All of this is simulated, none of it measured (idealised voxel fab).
process module | voxel trench capacitor
cross-section cut | 265 nm wide | cells 5 nm
A cross-section is a grid of square cells, given in bands from the top down. A band is one or more rows of cells.
Each band's line starts with the height of the band's top and of its bottom, in nm. Then come its materials from left to right, each with its width in nm. One material with "throughout" fills the band from edge to edge. "air" is empty space.
Height 0 is the level under which the wafer as received is all one material. The lowest band goes on downwards, as in "0 down".
A width such as "30 to 40" changes by the same amount from each row of cells to the next, from the band's top row to its bottom row.
"no change" after a step means that no cell of the cross-section changed.
closed voids: empty space of 8 cells or more with no open way to the top, each as width x height at its distance from the left edge, in nm
after a step's settings: what the simulator itself notes on the step
overlay nm, on a step with a mask: how far to the right of its planned place the mask lay; to the left if negative
plan
1 op RECEIVE | material Si
2 op CONFORMAL_DEP | material SiN | thk nm 5
3 op MASKED_ETCH | tone open | mask id TRENCH | width nm 25 | pitch nm 45 | etch materials SiN | depth nm 5 | overlay nm -15
4 op MASKED_ETCH | tone open | mask id TRENCH | width nm 25 | pitch nm 45 | etch materials Si | depth nm 30 | overlay nm 0
5 op CONFORMAL_DEP | material HfO2 | thk nm 5
6 op CONFORMAL_DEP | material TiN | thk nm 5
7 op FILL_DEP | material W | thk nm 5
8 op CMP | height nm 5
varied across the wafers: overlay nm of step 3. The plan shows the first wafer's value. All wafers start alike
first wafer as received, after step 1
  0 down: Si throughout
  closed voids: none
first wafer at the end, after step 8
  5 to 0: SiN 60 | HfO2 25 | SiN 20 | HfO2 25 | SiN 20 | HfO2 25 | SiN 90
  0 to -30: Si 75 | HfO2 10 | Si 35 | HfO2 10 | Si 35 | HfO2 10 | Si 90
  -30 down: Si throughout
  closed voids: none
last wafer at the end
  5 to 0: SiN 90 | HfO2 25 | SiN 20 | HfO2 25 | SiN 20 | HfO2 25 | SiN 60
  0 to -30: Si 90 | HfO2 10 | Si 35 | HfO2 10 | Si 35 | HfO2 10 | Si 75
  -30 down: Si throughout
  closed voids: none
each wafer at the end: cells of each material gained (+) or lost (-) since it was received, then its closed voids
overlay nm -15 | +51 HfO2 | -36 Si | +38 SiN | closed voids: none
overlay nm -10 | +51 HfO2 | -54 Si | +38 SiN | +18 TiN | closed voids: none
overlay nm -5 | +51 HfO2 | -72 Si | +38 SiN | +36 TiN | closed voids: none
overlay nm 0 | +51 HfO2 | -90 Si | +38 SiN | +39 TiN | +15 W | closed voids: none
overlay nm 5 | +51 HfO2 | -72 Si | +38 SiN | +36 TiN | closed voids: none
overlay nm 10 | +51 HfO2 | -54 Si | +38 SiN | +18 TiN | closed voids: none
overlay nm 15 | +51 HfO2 | -36 Si | +38 SiN | closed voids: none
